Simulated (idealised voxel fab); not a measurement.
The following process module bears the name voxel released beams.
Xsec cut, 220 nm wide, square cell size 5 nm.
In this document a cross-section is written as a grid of square cells. It is given as a series of bands, listed from the top down, and a band is one or more rows of cells.
Each band's line starts with the height of the band's top and of its bottom, in nm. Then come its materials from left to right, each with its width in nm. One material with "full width" fills the band from edge to edge. "empty" is empty space.
Height datum 0, below which the as-received substrate wafer is one material. Lowest band open at the bottom, running downward: "0 down".
Think of "30 to 40" as a width that walks from the first number to the second as you go down the band, top row to bottom row, taking equal-sized steps from row to row.
Key: "nothing altered" - step with no changed cell in the cross-section.
You'll see "Fully enclosed voids" listing empty spaces that have no way open to the top, as long as they're 8 cells or more; the notation is width x height at distance, where the distance is from the left edge, and all of it is in nm.
That trailing text on a step's line, after the settings, is the simulator's own remark on the step.
"overlay nm", when on a step's line for a step with a mask, measures how far to the right of its planned place the mask lay; a negative measure means to the left.

### Listed below are the process steps as planned
step 1: RECEIVE, material Si
step 2: CONFORMAL_DEP, material SiN, thk nm 10
step 3: DIRECTIONAL_DEP, material SiO2, thk nm 15
step 4: MASKED_ETCH, tone open, mask id ANCHOR, width nm 45, etch materials SiO2, depth nm 15, overlay nm 0
step 5: CONFORMAL_DEP, material TiN, thk nm 15
step 6: PATTERN, tone cover, mask id BEAM, material resist, width nm 130, thk nm 20, overlay nm 0
step 7: DIRECTIONAL_ETCH, etch materials TiN, depth nm 15
step 8: STRIP, etch materials resist
step 9: STRIP, etch materials SiO2

### Incoming wafer, cross-sectional view, post step 1
0 down | Si full width
Fully enclosed voids: none

### One mistake in running the module, otherwise start and plan as above: cross-section at the end
40 to 25 | SiN (60); empty (15); SiN (145)
25 to 10 | SiO2 (45); SiN (45); SiO2 (130)
10 to 0 | SiN full width
0 down | Si full width
Fully enclosed voids: none
The plan and the run diverged here: rather than as planned, step 5 actually ran as CONFORMAL_DEP, material SiN, thk nm 15
